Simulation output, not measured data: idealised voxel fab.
Title: Process Module voxel self aligned vias
The width of the displayed cross-section, cut, is 265 nm; its cells are square, with a size of 5 nm.
The cross-sections in this document take the form of a grid made of square cells. They are written out as bands, in order from top to bottom. Each band consists of one or more rows of cells.
A band entry consists of two parts. The first gives the height of the band's top and the height of its bottom, in nm. The rest lists the band's materials from left to right, each with its width in nm. A single material labelled with the word "edge to edge" fills the band from edge to edge, and the word "blank" marks empty space.
The level at which height equals 0 is the one under which the wafer, as it arrives, is entirely one material. No lower edge exists for the bottom band, which continues downward and is notated as in "z 0 and below".
Width spec "30->40" -> top row of cells at first value, bottom row at second value, equal per-row change in between.
The designation "left unchanged", where it is given for a processing step, indicates that no cell of the cross-section was altered in the course of that step.
Entry "Tabulated closed voids". Content: empty spaces with no open connection to the top, size 8 cells or greater. Each: width x height at distance. Distance: from left edge. Unit: nm.
after a step's settings: what the simulator itself notes on the step
"overlay nm", when on a step's line for a step with a mask, measures how far to the right of its planned place the mask lay; a negative measure means to the left.

Planned process steps
1 RECEIVE,material Si
2 CONFORMAL_DEP,material SiO2,thk nm 15
3 CONFORMAL_DEP,material SiCN,thk nm 5
4 DIRECTIONAL_DEP,material SiO2,thk nm 25
5 PATTERN,tone open,mask id LINES,material resist,width nm 30,pitch nm 70,thk nm 20,overlay nm 0
6 DIRECTIONAL_ETCH,etch materials SiO2,depth nm 25
7 STRIP,etch materials resist
8 CONFORMAL_DEP,material TiN,thk nm 5
9 FILL_DEP,material Ru,thk nm 5
10 CMP,height nm 45
11 SELECTIVE_ETCH,etch materials W Ru TiN,depth nm 10
12 FILL_DEP,material SiN,thk nm 10
13 CMP,height nm 45
14 DIRECTIONAL_DEP,material SiO2,thk nm 15
15 DIRECTIONAL_DEP,material aC,thk nm 15
16 PATTERN,tone open,mask id VIAS,material resist,width nm 40,pitch nm 70,thk nm 35,overlay nm 0
17 DIRECTIONAL_ETCH,etch materials aC,depth nm 15
18 STRIP,etch materials resist
19 DIRECTIONAL_ETCH,etch materials SiO2,depth nm 15
20 DIRECTIONAL_ETCH,etch materials SiN,depth nm 10
21 STRIP,etch materials aC
22 CONFORMAL_DEP,material TiN,thk nm 5
23 FILL_DEP,material W,thk nm 10
24 CMP,height nm 60
25 CONFORMAL_DEP,material SiCN,thk nm 5

First out of two wafers; run went to plan

Cross-sectional view of the wafer in its as-received condition, corresponding to the state after step 1
    z 0 and below | Si edge to edge
    Tabulated closed voids: none

So this is the wafer cross-section right after step 2
    z 15 to 0 | SiO2 edge to edge
    Unchanged below 0.

So this is the wafer cross-section right after step 3
    z 20 to 15 | SiCN edge to edge
    Unchanged below 15.

So this is the wafer cross-section right after step 4
    z 45 to 20 | SiO2 edge to edge
    Unchanged below 20.

So this is the wafer cross-section right after step 5
    z 65 to 45 | resist 45 nm, then blank 30 nm, then resist 40 nm, then blank 30 nm, then resist 40 nm, then blank 30 nm, then resist 50 nm
    Unchanged below 45.

So this is the wafer cross-section right after step 6
    z 65 to 45 | resist 45 nm, then blank 30 nm, then resist 40 nm, then blank 30 nm, then resist 40 nm, then blank 30 nm, then resist 50 nm
    z 45 to 20 | SiO2 45 nm, then blank 30 nm, then SiO2 40 nm, then blank 30 nm, then SiO2 40 nm, then blank 30 nm, then SiO2 50 nm
    Unchanged below 20.

So this is the wafer cross-section right after step 7
    z 45 to 20 | SiO2 45 nm, then blank 30 nm, then SiO2 40 nm, then blank 30 nm, then SiO2 40 nm, then blank 30 nm, then SiO2 50 nm
    Unchanged below 20.

So this is the wafer cross-section right after step 8
    z 50 to 45 | TiN 50 nm, then blank 20 nm, then TiN 50 nm, then blank 20 nm, then TiN 50 nm, then blank 20 nm, then TiN 55 nm
    z 45 to 25 | SiO2 45 nm, then TiN 5 nm, then blank 20 nm, then TiN 5 nm, then SiO2 40 nm, then TiN 5 nm, then blank 20 nm, then TiN 5 nm, then SiO2 40 nm, then TiN 5 nm, then blank 20 nm, then TiN 5 nm, then SiO2 50 nm
    z 25 to 20 | SiO2 45 nm, then TiN 30 nm, then SiO2 40 nm, then TiN 30 nm, then SiO2 40 nm, then TiN 30 nm, then SiO2 50 nm
    Unchanged below 20.

So this is the wafer cross-section right after step 9
    z 55 to 50 | Ru edge to edge
    z 50 to 45 | TiN 50 nm, then Ru 20 nm, then TiN 50 nm, then Ru 20 nm, then TiN 50 nm, then Ru 20 nm, then TiN 55 nm
    z 45 to 25 | SiO2 45 nm, then TiN 5 nm, then Ru 20 nm, then TiN 5 nm, then SiO2 40 nm, then TiN 5 nm, then Ru 20 nm, then TiN 5 nm, then SiO2 40 nm, then TiN 5 nm, then Ru 20 nm, then TiN 5 nm, then SiO2 50 nm
    Unchanged below 25.

So this is the wafer cross-section right after step 10
    z 45 to 25 | SiO2 45 nm, then TiN 5 nm, then Ru 20 nm, then TiN 5 nm, then SiO2 40 nm, then TiN 5 nm, then Ru 20 nm, then TiN 5 nm, then SiO2 40 nm, then TiN 5 nm, then Ru 20 nm, then TiN 5 nm, then SiO2 50 nm
    Unchanged below 25.

So this is the wafer cross-section right after step 11
    z 45 to 35 | SiO2 45 nm, then blank 30 nm, then SiO2 40 nm, then blank 30 nm, then SiO2 40 nm, then blank 30 nm, then SiO2 50 nm
    Unchanged below 35.

So this is the wafer cross-section right after step 12
    z 55 to 45 | SiN edge to edge
    z 45 to 35 | SiO2 45 nm, then SiN 30 nm, then SiO2 40 nm, then SiN 30 nm, then SiO2 40 nm, then SiN 30 nm, then SiO2 50 nm
    Unchanged below 35.

So this is the wafer cross-section right after step 13
    z 45 to 35 | SiO2 45 nm, then SiN 30 nm, then SiO2 40 nm, then SiN 30 nm, then SiO2 40 nm, then SiN 30 nm, then SiO2 50 nm
    Unchanged below 35.

So this is the wafer cross-section right after step 14
    z 60 to 45 | SiO2 edge to edge
    Unchanged below 45.

So this is the wafer cross-section right after step 15
    z 75 to 60 | aC edge to edge
    Unchanged below 60.

So this is the wafer cross-section right after step 16
    z 110 to 75 | resist 40 nm, then blank 40 nm, then resist 30 nm, then blank 40 nm, then resist 30 nm, then blank 40 nm, then resist 45 nm
    Unchanged below 75.

So this is the wafer cross-section right after step 17
    z 95 to 75 | resist 40 nm, then blank 40 nm, then resist 30 nm, then blank 40 nm, then resist 30 nm, then blank 40 nm, then resist 45 nm
    z 75 to 60 | aC 40 nm, then blank 40 nm, then aC 30 nm, then blank 40 nm, then aC 30 nm, then blank 40 nm, then aC 45 nm
    Unchanged below 60.

So this is the wafer cross-section right after step 18
    z 75 to 60 | aC 40 nm, then blank 40 nm, then aC 30 nm, then blank 40 nm, then aC 30 nm, then blank 40 nm, then aC 45 nm
    Unchanged below 60.

So this is the wafer cross-section right after step 19
    z 75 to 60 | aC 40 nm, then blank 40 nm, then aC 30 nm, then blank 40 nm, then aC 30 nm, then blank 40 nm, then aC 45 nm
    z 60 to 45 | SiO2 40 nm, then blank 40 nm, then SiO2 30 nm, then blank 40 nm, then SiO2 30 nm, then blank 40 nm, then SiO2 45 nm
    Unchanged below 45.

So this is the wafer cross-section right after step 20
    z 75 to 60 | aC 40 nm, then blank 40 nm, then aC 30 nm, then blank 40 nm, then aC 30 nm, then blank 40 nm, then aC 45 nm
    z 60 to 45 | SiO2 40 nm, then blank 40 nm, then SiO2 30 nm, then blank 40 nm, then SiO2 30 nm, then blank 40 nm, then SiO2 45 nm
    z 45 to 35 | SiO2 45 nm, then blank 30 nm, then SiO2 40 nm, then blank 30 nm, then SiO2 40 nm, then blank 30 nm, then SiO2 50 nm
    Unchanged below 35.

So this is the wafer cross-section right after step 21
    z 60 to 45 | SiO2 40 nm, then blank 40 nm, then SiO2 30 nm, then blank 40 nm, then SiO2 30 nm, then blank 40 nm, then SiO2 45 nm
    Unchanged below 45.

So this is the wafer cross-section right after step 22
    z 65 to 60 | TiN 45 nm, then blank 30 nm, then TiN 40 nm, then blank 30 nm, then TiN 40 nm, then blank 30 nm, then TiN 50 nm
    z 60 to 50 | SiO2 40 nm, then TiN 5 nm, then blank 30 nm, then TiN 5 nm, then SiO2 30 nm, then TiN 5 nm, then blank 30 nm, then TiN 5 nm, then SiO2 30 nm, then TiN 5 nm, then blank 30 nm, then TiN 5 nm, then SiO2 45 nm
    z 50 to 40 | SiO2 40->45 nm, then TiN 10->5 nm, then blank 20 nm, then TiN 10->5 nm, then SiO2 30->40 nm, then TiN 10->5 nm, then blank 20 nm, then TiN 10->5 nm, then SiO2 30->40 nm, then TiN 10->5 nm, then blank 20 nm, then TiN 10->5 nm, then SiO2 45->50 nm
    z 40 to 35 | SiO2 45 nm, then TiN 30 nm, then SiO2 40 nm, then TiN 30 nm, then SiO2 40 nm, then TiN 30 nm, then SiO2 50 nm
    Unchanged below 35.

So this is the wafer cross-section right after step 23
    z 75 to 65 | W edge to edge
    z 65 to 60 | TiN 45 nm, then W 30 nm, then TiN 40 nm, then W 30 nm, then TiN 40 nm, then W 30 nm, then TiN 50 nm
    z 60 to 50 | SiO2 40 nm, then TiN 5 nm, then W 30 nm, then TiN 5 nm, then SiO2 30 nm, then TiN 5 nm, then W 30 nm, then TiN 5 nm, then SiO2 30 nm, then TiN 5 nm, then W 30 nm, then TiN 5 nm, then SiO2 45 nm
    z 50 to 40 | SiO2 40->45 nm, then TiN 10->5 nm, then W 20 nm, then TiN 10->5 nm, then SiO2 30->40 nm, then TiN 10->5 nm, then W 20 nm, then TiN 10->5 nm, then SiO2 30->40 nm, then TiN 10->5 nm, then W 20 nm, then TiN 10->5 nm, then SiO2 45->50 nm
    Unchanged below 40.

So this is the wafer cross-section right after step 24
    z 60 to 50 | SiO2 40 nm, then TiN 5 nm, then W 30 nm, then TiN 5 nm, then SiO2 30 nm, then TiN 5 nm, then W 30 nm, then TiN 5 nm, then SiO2 30 nm, then TiN 5 nm, then W 30 nm, then TiN 5 nm, then SiO2 45 nm
    Unchanged below 50.

So this is the wafer cross-section right after step 25
    z 65 to 60 | SiCN edge to edge
    Unchanged below 60.

Second Wafer (Identical Start and Plan, One Processing Error; Matches First Wafer Through Step 4)

Second wafer profile in section, at the moment step 5 of the plan was meant to be complete
    z 65 to 45 | resist 40 nm, then blank 30 nm, then resist 40 nm, then blank 30 nm, then resist 40 nm, then blank 30 nm, then resist 55 nm
    Unchanged below 45.

Second wafer profile in section, at the moment step 6 of the plan was meant to be complete
    z 65 to 45 | resist 40 nm, then blank 30 nm, then resist 40 nm, then blank 30 nm, then resist 40 nm, then blank 30 nm, then resist 55 nm
    z 45 to 20 | SiO2 40 nm, then blank 30 nm, then SiO2 40 nm, then blank 30 nm, then SiO2 40 nm, then blank 30 nm, then SiO2 55 nm
    Unchanged below 20.

Second wafer profile in section, at the moment step 7 of the plan was meant to be complete
    z 45 to 20 | SiO2 40 nm, then blank 30 nm, then SiO2 40 nm, then blank 30 nm, then SiO2 40 nm, then blank 30 nm, then SiO2 55 nm
    Unchanged below 20.

Second wafer profile in section, at the moment step 8 of the plan was meant to be complete
    z 50 to 45 | TiN 45 nm, then blank 20 nm, then TiN 50 nm, then blank 20 nm, then TiN 50 nm, then blank 20 nm, then TiN 60 nm
    z 45 to 25 | SiO2 40 nm, then TiN 5 nm, then blank 20 nm, then TiN 5 nm, then SiO2 40 nm, then TiN 5 nm, then blank 20 nm, then TiN 5 nm, then SiO2 40 nm, then TiN 5 nm, then blank 20 nm, then TiN 5 nm, then SiO2 55 nm
    z 25 to 20 | SiO2 40 nm, then TiN 30 nm, then SiO2 40 nm, then TiN 30 nm, then SiO2 40 nm, then TiN 30 nm, then SiO2 55 nm
    Unchanged below 20.

Second wafer profile in section, at the moment step 9 of the plan was meant to be complete
    z 55 to 50 | Ru edge to edge
    z 50 to 45 | TiN 45 nm, then Ru 20 nm, then TiN 50 nm, then Ru 20 nm, then TiN 50 nm, then Ru 20 nm, then TiN 60 nm
    z 45 to 25 | SiO2 40 nm, then TiN 5 nm, then Ru 20 nm, then TiN 5 nm, then SiO2 40 nm, then TiN 5 nm, then Ru 20 nm, then TiN 5 nm, then SiO2 40 nm, then TiN 5 nm, then Ru 20 nm, then TiN 5 nm, then SiO2 55 nm
    Unchanged below 25.

Second wafer profile in section, at the moment step 10 of the plan was meant to be complete
    z 45 to 25 | SiO2 40 nm, then TiN 5 nm, then Ru 20 nm, then TiN 5 nm, then SiO2 40 nm, then TiN 5 nm, then Ru 20 nm, then TiN 5 nm, then SiO2 40 nm, then TiN 5 nm, then Ru 20 nm, then TiN 5 nm, then SiO2 55 nm
    Unchanged below 25.

Second wafer profile in section, at the moment step 11 of the plan was meant to be complete
    z 45 to 35 | SiO2 40 nm, then blank 30 nm, then SiO2 40 nm, then blank 30 nm, then SiO2 40 nm, then blank 30 nm, then SiO2 55 nm
    Unchanged below 35.

Second wafer profile in section, at the moment step 12 of the plan was meant to be complete
    z 55 to 45 | SiN edge to edge
    z 45 to 35 | SiO2 40 nm, then SiN 30 nm, then SiO2 40 nm, then SiN 30 nm, then SiO2 40 nm, then SiN 30 nm, then SiO2 55 nm
    Unchanged below 35.

Second wafer profile in section, at the moment step 13 of the plan was meant to be complete
    z 45 to 35 | SiO2 40 nm, then SiN 30 nm, then SiO2 40 nm, then SiN 30 nm, then SiO2 40 nm, then SiN 30 nm, then SiO2 55 nm
    Unchanged below 35.

Second wafer profile in section, at the moment step 14 of the plan was meant to be complete
    z 60 to 45 | SiO2 edge to edge
    Unchanged below 45.

Second wafer profile in section, at the moment step 15 of the plan was meant to be complete
    z 75 to 60 | aC edge to edge
    Unchanged below 60.

Second wafer profile in section, at the moment step 16 of the plan was meant to be complete
    z 110 to 75 | resist 40 nm, then blank 40 nm, then resist 30 nm, then blank 40 nm, then resist 30 nm, then blank 40 nm, then resist 45 nm
    Unchanged below 75.

Second wafer profile in section, at the moment step 17 of the plan was meant to be complete
    z 95 to 75 | resist 40 nm, then blank 40 nm, then resist 30 nm, then blank 40 nm, then resist 30 nm, then blank 40 nm, then resist 45 nm
    z 75 to 60 | aC 40 nm, then blank 40 nm, then aC 30 nm, then blank 40 nm, then aC 30 nm, then blank 40 nm, then aC 45 nm
    Unchanged below 60.

Second wafer profile in section, at the moment step 18 of the plan was meant to be complete
    z 75 to 60 | aC 40 nm, then blank 40 nm, then aC 30 nm, then blank 40 nm, then aC 30 nm, then blank 40 nm, then aC 45 nm
    Unchanged below 60.

Second wafer profile in section, at the moment step 19 of the plan was meant to be complete
    z 75 to 60 | aC 40 nm, then blank 40 nm, then aC 30 nm, then blank 40 nm, then aC 30 nm, then blank 40 nm, then aC 45 nm
    z 60 to 45 | SiO2 40 nm, then blank 40 nm, then SiO2 30 nm, then blank 40 nm, then SiO2 30 nm, then blank 40 nm, then SiO2 45 nm
    Unchanged below 45.

Second wafer profile in section, at the moment step 20 of the plan was meant to be complete
    z 75 to 60 | aC 40 nm, then blank 40 nm, then aC 30 nm, then blank 40 nm, then aC 30 nm, then blank 40 nm, then aC 45 nm
    z 60 to 45 | SiO2 40 nm, then blank 40 nm, then SiO2 30 nm, then blank 40 nm, then SiO2 30 nm, then blank 40 nm, then SiO2 45 nm
    z 45 to 35 | SiO2 40 nm, then blank 30 nm, then SiO2 40 nm, then blank 30 nm, then SiO2 40 nm, then blank 30 nm, then SiO2 55 nm
    Unchanged below 35.

Second wafer profile in section, at the moment step 21 of the plan was meant to be complete
    z 60 to 45 | SiO2 40 nm, then blank 40 nm, then SiO2 30 nm, then blank 40 nm, then SiO2 30 nm, then blank 40 nm, then SiO2 45 nm
    Unchanged below 45.

Second wafer profile in section, at the moment step 22 of the plan was meant to be complete
    z 65 to 60 | TiN 45 nm, then blank 30 nm, then TiN 40 nm, then blank 30 nm, then TiN 40 nm, then blank 30 nm, then TiN 50 nm
    z 60 to 50 | SiO2 40 nm, then TiN 5 nm, then blank 30 nm, then TiN 5 nm, then SiO2 30 nm, then TiN 5 nm, then blank 30 nm, then TiN 5 nm, then SiO2 30 nm, then TiN 5 nm, then blank 30 nm, then TiN 5 nm, then SiO2 45 nm
    z 50 to 40 | SiO2 40 nm, then TiN 5 nm, then blank 20 nm, then TiN 15->5 nm, then SiO2 30->40 nm, then TiN 5 nm, then blank 20 nm, then TiN 15->5 nm, then SiO2 30->40 nm, then TiN 5 nm, then blank 20 nm, then TiN 15->5 nm, then SiO2 45->55 nm
    z 40 to 35 | SiO2 40 nm, then TiN 30 nm, then SiO2 40 nm, then TiN 30 nm, then SiO2 40 nm, then TiN 30 nm, then SiO2 55 nm
    Unchanged below 35.

Second wafer profile in section, at the moment step 23 of the plan was meant to be complete
    z 75 to 65 | W edge to edge
    z 65 to 60 | TiN 45 nm, then W 30 nm, then TiN 40 nm, then W 30 nm, then TiN 40 nm, then W 30 nm, then TiN 50 nm
    z 60 to 50 | SiO2 40 nm, then TiN 5 nm, then W 30 nm, then TiN 5 nm, then SiO2 30 nm, then TiN 5 nm, then W 30 nm, then TiN 5 nm, then SiO2 30 nm, then TiN 5 nm, then W 30 nm, then TiN 5 nm, then SiO2 45 nm
    z 50 to 40 | SiO2 40 nm, then TiN 5 nm, then W 20 nm, then TiN 15->5 nm, then SiO2 30->40 nm, then TiN 5 nm, then W 20 nm, then TiN 15->5 nm, then SiO2 30->40 nm, then TiN 5 nm, then W 20 nm, then TiN 15->5 nm, then SiO2 45->55 nm
    Unchanged below 40.

Second wafer profile in section, at the moment step 24 of the plan was meant to be complete
    z 60 to 50 | SiO2 40 nm, then TiN 5 nm, then W 30 nm, then TiN 5 nm, then SiO2 30 nm, then TiN 5 nm, then W 30 nm, then TiN 5 nm, then SiO2 30 nm, then TiN 5 nm, then W 30 nm, then TiN 5 nm, then SiO2 45 nm
    Unchanged below 50.

Second wafer profile in section, at the moment step 25 of the plan was meant to be complete
    z 65 to 60 | SiCN edge to edge
    Unchanged below 60.
Run error: step 5: run off-plan, actual operation and settings PATTERN,tone open,mask id LINES,material resist,width nm 30,pitch nm 70,thk nm 20,overlay nm -5
at the end the second wafer has, in cells: as many of each material as the first, in other places
